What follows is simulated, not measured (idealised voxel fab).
You're looking at the process module voxel trench capacitor.
This is section cut - it's 270 nm across, gridded in 5 nm square cells.
This document writes a cross-section as a grid whose cells are square, and gives it as bands, listed from the top down; one or more rows of cells form a band.
Top height, bottom height, nm. Materials left to right, width each, nm. Single material + "throughout" = fills band edge to edge. "empty" = empty.
Measure heights from 0. That's the level where, below it, the as-received wafer is all one material. The lowest band is bottomless and extends downward; write it as in "0..down".
Width spec "30->40" -> top row of cells at first value, bottom row at second value, equal per-row change in between.
The cross-section has no changed cell in any step marked "everything unchanged".
"Sealed void list": sealed empty spaces, 8 cells or more, no open way to top, listed width x height at distance, with distance from the left edge and width, height and distance in nm.
Formally, on a step line, whatever follows the settings is a remark that the simulator itself makes on the step.
overlay nm: step with mask; distance mask lay right of planned place; negative value = left of planned place.
Steps in the process plan:
1) RECEIVE, material Si
2) CONFORMAL_DEP, material SiN, thk nm 5
3) DIRECTIONAL_DEP, material aC, thk nm 15
4) PATTERN, tone open, mask id TRENCH, material resist, width nm 15, pitch nm 30, thk nm 35, overlay nm 0
5) DIRECTIONAL_ETCH, etch materials aC, depth nm 15
6) STRIP, etch materials resist
7) DIRECTIONAL_ETCH, etch materials SiN, depth nm 5
8) DIRECTIONAL_ETCH, etch materials Si, depth nm 35
9) STRIP, etch materials aC
10) CONFORMAL_DEP, material SiO2, thk nm 5
11) FILL_DEP, material polySi, thk nm 10
12) CMP, height nm 5
Concerning the first of two wafers, which was run in accordance with the plan:
Shown in cross-section is the wafer as received, that is, as it stands after step 1:
> 0..down | Si throughout
> Sealed void list: none
Take a look at the wafer's cross-section after step 2:
> 5..0 | SiN throughout
> Whatever lies below 0 is exactly as it was before.
Take a look at the wafer's cross-section after step 3:
> 20..5 | aC throughout
> Whatever lies below 5 is exactly as it was before.
Take a look at the wafer's cross-section after step 4:
> 55..20 | 95 nm resist, then 15 nm empty, then 15 nm resist, then 15 nm empty, then 15 nm resist, then 15 nm empty, then 100 nm resist
> Whatever lies below 20 is exactly as it was before.
Take a look at the wafer's cross-section after step 5:
> 40..20 | 95 nm resist, then 15 nm empty, then 15 nm resist, then 15 nm empty, then 15 nm resist, then 15 nm empty, then 100 nm resist
> 20..5 | 95 nm aC, then 15 nm empty, then 15 nm aC, then 15 nm empty, then 15 nm aC, then 15 nm empty, then 100 nm aC
> Whatever lies below 5 is exactly as it was before.
Take a look at the wafer's cross-section after step 6:
> 20..5 | 95 nm aC, then 15 nm empty, then 15 nm aC, then 15 nm empty, then 15 nm aC, then 15 nm empty, then 100 nm aC
> Whatever lies below 5 is exactly as it was before.
Take a look at the wafer's cross-section after step 7:
> 20..5 | 95 nm aC, then 15 nm empty, then 15 nm aC, then 15 nm empty, then 15 nm aC, then 15 nm empty, then 100 nm aC
> 5..0 | 95 nm SiN, then 15 nm empty, then 15 nm SiN, then 15 nm empty, then 15 nm SiN, then 15 nm empty, then 100 nm SiN
> Whatever lies below 0 is exactly as it was before.
Take a look at the wafer's cross-section after step 8:
> 20..5 | 95 nm aC, then 15 nm empty, then 15 nm aC, then 15 nm empty, then 15 nm aC, then 15 nm empty, then 100 nm aC
> 5..0 | 95 nm SiN, then 15 nm empty, then 15 nm SiN, then 15 nm empty, then 15 nm SiN, then 15 nm empty, then 100 nm SiN
> 0..-35 | 95 nm Si, then 15 nm empty, then 15 nm Si, then 15 nm empty, then 15 nm Si, then 15 nm empty, then 100 nm Si
> Whatever lies below -35 is exactly as it was before.
Take a look at the wafer's cross-section after step 9:
> 5..0 | 95 nm SiN, then 15 nm empty, then 15 nm SiN, then 15 nm empty, then 15 nm SiN, then 15 nm empty, then 100 nm SiN
> Whatever lies below 0 is exactly as it was before.
Take a look at the wafer's cross-section after step 10:
> 10..5 | 100 nm SiO2, then 5 nm empty, then 25 nm SiO2, then 5 nm empty, then 25 nm SiO2, then 5 nm empty, then 105 nm SiO2
> 5..0 | 95 nm SiN, then 5 nm SiO2, then 5 nm empty, then 5 nm SiO2, then 15 nm SiN, then 5 nm SiO2, then 5 nm empty, then 5 nm SiO2, then 15 nm SiN, then 5 nm SiO2, then 5 nm empty, then 5 nm SiO2, then 100 nm SiN
> 0..-30 | 95 nm Si, then 5 nm SiO2, then 5 nm empty, then 5 nm SiO2, then 15 nm Si, then 5 nm SiO2, then 5 nm empty, then 5 nm SiO2, then 15 nm Si, then 5 nm SiO2, then 5 nm empty, then 5 nm SiO2, then 100 nm Si
> -30..-35 | 95 nm Si, then 15 nm SiO2, then 15 nm Si, then 15 nm SiO2, then 15 nm Si, then 15 nm SiO2, then 100 nm Si
> Whatever lies below -35 is exactly as it was before.
Take a look at the wafer's cross-section after step 11:
> 20..10 | polySi throughout
> 10..5 | 100 nm SiO2, then 5 nm polySi, then 25 nm SiO2, then 5 nm polySi, then 25 nm SiO2, then 5 nm polySi, then 105 nm SiO2
> 5..0 | 95 nm SiN, then 5 nm SiO2, then 5 nm polySi, then 5 nm SiO2, then 15 nm SiN, then 5 nm SiO2, then 5 nm polySi, then 5 nm SiO2, then 15 nm SiN, then 5 nm SiO2, then 5 nm polySi, then 5 nm SiO2, then 100 nm SiN
> 0..-30 | 95 nm Si, then 5 nm SiO2, then 5 nm polySi, then 5 nm SiO2, then 15 nm Si, then 5 nm SiO2, then 5 nm polySi, then 5 nm SiO2, then 15 nm Si, then 5 nm SiO2, then 5 nm polySi, then 5 nm SiO2, then 100 nm Si
> Whatever lies below -30 is exactly as it was before.
Take a look at the wafer's cross-section after step 12:
> 5..0 | 95 nm SiN, then 5 nm SiO2, then 5 nm polySi, then 5 nm SiO2, then 15 nm SiN, then 5 nm SiO2, then 5 nm polySi, then 5 nm SiO2, then 15 nm SiN, then 5 nm SiO2, then 5 nm polySi, then 5 nm SiO2, then 100 nm SiN
> Whatever lies below 0 is exactly as it was before.
Wafer two. Same start, same plan, one slip in execution. Same as wafer one through step 11, inclusive:
Cross-section of the second wafer corresponding to the planned conclusion of step 12:
> 0..-30 | 95 nm Si, then 5 nm SiO2, then 5 nm polySi, then 5 nm SiO2, then 15 nm Si, then 5 nm SiO2, then 5 nm polySi, then 5 nm SiO2, then 15 nm Si, then 5 nm SiO2, then 5 nm polySi, then 5 nm SiO2, then 100 nm Si
> Whatever lies below -30 is exactly as it was before.
What went wrong in running the wafer? step 12 ran as: CMP, height nm 0
Final cells, second wafer relative to first, materials higher or lower: 45 fewer of SiN, 6 fewer of SiO2, 3 fewer of polySi
